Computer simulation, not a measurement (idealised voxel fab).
process module | voxel tone inversion
cross-section cut | 275 nm wide | cells 5 nm
A cross-section is a grid of square cells, given in bands from the top down. A band is one or more rows of cells.
Each band's line starts with the height of the band's top and of its bottom, in nm. Then come its materials from left to right, each with its width in nm. One material with "throughout" fills the band from edge to edge. "air" is empty space.
Height 0 is the level under which the wafer as received is all one material. The lowest band goes on downwards, as in "0 down".
A width such as "30 to 40" changes by the same amount from each row of cells to the next, from the band's top row to its bottom row.
"no change" after a step means that no cell of the cross-section changed.
closed voids: empty space of 8 cells or more with no open way to the top, each as width x height at its distance from the left edge, in nm
after a step's settings: what the simulator itself notes on the step
overlay nm, on a step with a mask: how far to the right of its planned place the mask lay; to the left if negative
plan
1 op RECEIVE | material Si
2 op CONFORMAL_DEP | material SiCN | thk nm 5
3 op DIRECTIONAL_DEP | material aC | thk nm 25
4 op PATTERN | tone cover | mask id POSTS | material resist | width nm 25 | pitch nm 55 | thk nm 30 | overlay nm 0
5 op DIRECTIONAL_ETCH | etch materials aC | depth nm 25
6 op STRIP | etch materials resist
7 op FILL_DEP | material SiO2 | thk nm 10
8 op CMP | height nm 30
9 op STRIP | etch materials aC
as received, after step 1
  0 down: Si throughout
  closed voids: none
first wafer at the end, as planned
  30 to 5: SiO2 40 | air 25 | SiO2 30 | air 25 | SiO2 30 | air 25 | SiO2 30 | air 25 | SiO2 45
  5 to 0: SiCN throughout
  0 down: Si throughout
  closed voids: none
second wafer at the end: like start, like plan, one mistake
  30 to 5: SiO2 35 | air 25 | SiO2 30 | air 25 | SiO2 30 | air 25 | SiO2 30 | air 25 | SiO2 50
  5 to 0: SiCN throughout
  0 down: Si throughout
  closed voids: none
what went wrong: step 4 ran as: op PATTERN | tone cover | mask id POSTS | material resist | width nm 25 | pitch nm 55 | thk nm 30 | overlay nm -5
at the end the second wafer has, in cells: as many of each material as the first, in other places
